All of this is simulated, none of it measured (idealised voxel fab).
Process module in this document: voxel capacitor over wiring
Pictured: cross-section cut, 225 nm wide, on a grid of 5 nm square cells.
In this document a cross-section is written as a grid of square cells. It is given as a series of bands, listed from the top down, and a band is one or more rows of cells.
The entry gives the band's vertical extent as a top height and a bottom height in nm, then its horizontal make-up as materials from left to right, each with a width in nm. "air" stands for empty space; a single material marked "everywhere" fills the band edge to edge.
Beneath 0, the wafer as received is one material, and that level is where height counting begins. The lowest band goes on downward without a bottom; it is written like "0 and below".
Note: "30 to 40" means the width goes from the first number (top row of the band) to the second number (bottom row) in equal steps per row of cells.
"no change occurred" after a step means that no cell of the cross-section changed.
Basically, "Enclosed void inventory" tells you about the enclosed voids: empty spaces with no open way to the top, 8 cells or bigger, each written width x height at distance, where distance is from the left edge, all in nm.
Where a step's line continues beyond its settings, the continuation is a remark by the simulator itself on that step.
What "overlay nm" on a step's line means: if the step has a mask, that mask lay this far to the right of its planned place, or, when the value is negative, to the left.
### Set out below are the planned steps of the process
1) RECEIVE, material Si
2) CONFORMAL_DEP, material SiO2, thk nm 10
3) CONFORMAL_DEP, material SiN, thk nm 5
4) DIRECTIONAL_DEP, material lowk, thk nm 25
5) DIRECTIONAL_DEP, material aC, thk nm 15
6) PATTERN, tone open, mask id METAL_1, material resist, width nm 25, pitch nm 80, thk nm 30, overlay nm 0
7) DIRECTIONAL_ETCH, etch materials aC, depth nm 15
8) STRIP, etch materials resist
9) DIRECTIONAL_ETCH, etch materials lowk, depth nm 25
10) DIRECTIONAL_ETCH, etch materials SiN, depth nm 5
11) STRIP, etch materials aC
12) CONFORMAL_DEP, material TiN, thk nm 5
13) FILL_DEP, material Ru, thk nm 5
14) CMP, height nm 40
15) EPI, material Ru, thk nm 5
16) FILL_DEP, material SiCN, thk nm 5
17) DIRECTIONAL_DEP, material lowk, thk nm 20
18) DIRECTIONAL_DEP, material aC, thk nm 10
19) PATTERN, tone open, mask id PLUG_1, material resist, width nm 15, thk nm 25, overlay nm 0
20) DIRECTIONAL_ETCH, etch materials aC, depth nm 10
21) STRIP, etch materials resist
22) DIRECTIONAL_ETCH, etch materials lowk, depth nm 20
23) DIRECTIONAL_ETCH, etch materials SiCN, depth nm 5
24) STRIP, etch materials aC
25) EPI, material Ru, thk nm 10
26) EPI, material Ru, thk nm 10
27) EPI, material Ru, thk nm 5
28) DIRECTIONAL_DEP, material TiN, thk nm 10
29) DIRECTIONAL_DEP, material HfO2, thk nm 5
30) DIRECTIONAL_DEP, material TiN, thk nm 10
31) MASKED_ETCH, tone cover, mask id UPPER_PLATE, width nm 60, etch materials TiN, depth nm 10, overlay nm 0
32) MASKED_ETCH, tone cover, mask id UPPER_PLATE, width nm 60, etch materials HfO2, depth nm 5, overlay nm 0
33) MASKED_ETCH, tone cover, mask id LOWER_PLATE, width nm 70, etch materials TiN, depth nm 10, overlay nm 0
34) FILL_DEP, material SiO2, thk nm 15
35) CMP, height nm 105
36) MASKED_ETCH, tone open, mask id PLUG_2, width nm 15, etch materials SiO2, depth nm 10, overlay nm 0
37) CONFORMAL_DEP, material TiN, thk nm 5
38) FILL_DEP, material W, thk nm 10
39) CMP, height nm 105
40) CONFORMAL_DEP, material SiCN, thk nm 5
### Cross-section of the incoming wafer, state after step 1
> 0 and below | Si everywhere
> Enclosed void inventory: none
### The following cross-section depicts the wafer upon conclusion of the module. Processing commenced from the starting condition illustrated above and adhered to the plan illustrated above, save for one mistake in execution
> 110 down to 105 | SiCN everywhere
> 105 down to 100 | 80 SiO2, 5 TiN, 5 W, 5 TiN, 130 SiO2
> 100 down to 90 | 80 to 70 SiO2, 15 to 20 TiN, 130 to 135 SiO2
> 90 down to 85 | 70 SiO2, 60 TiN, 95 SiO2
> 85 down to 80 | 70 SiO2, 20 HfO2, 40 TiN, 95 SiO2
> 80 down to 75 | 65 SiO2, 25 TiN, 40 HfO2, 95 SiO2
> 75 down to 70 | 65 SiO2, 70 TiN, 90 SiO2
> 70 down to 65 | 65 SiO2, 25 Ru, 45 TiN, 90 SiO2
> 65 down to 50 | 70 lowk, 15 Ru, 140 lowk
> 50 down to 45 | 70 SiCN, 15 Ru, 140 SiCN
> 45 down to 40 | 55 SiCN, 35 Ru, 45 SiCN, 35 Ru, 55 SiCN
> 40 down to 15 | 60 lowk, 5 TiN, 15 Ru, 5 TiN, 55 lowk, 5 TiN, 15 Ru, 5 TiN, 60 lowk
> 15 down to 10 | 60 SiN, 25 TiN, 55 SiN, 25 TiN, 60 SiN
> 10 down to 0 | SiO2 everywhere
> 0 and below | Si everywhere
> Enclosed void inventory: none
Finding, execution versus plan: step 17 was run on a setting that differed from the plan, and what really ran there is DIRECTIONAL_DEP, material lowk, thk nm 15
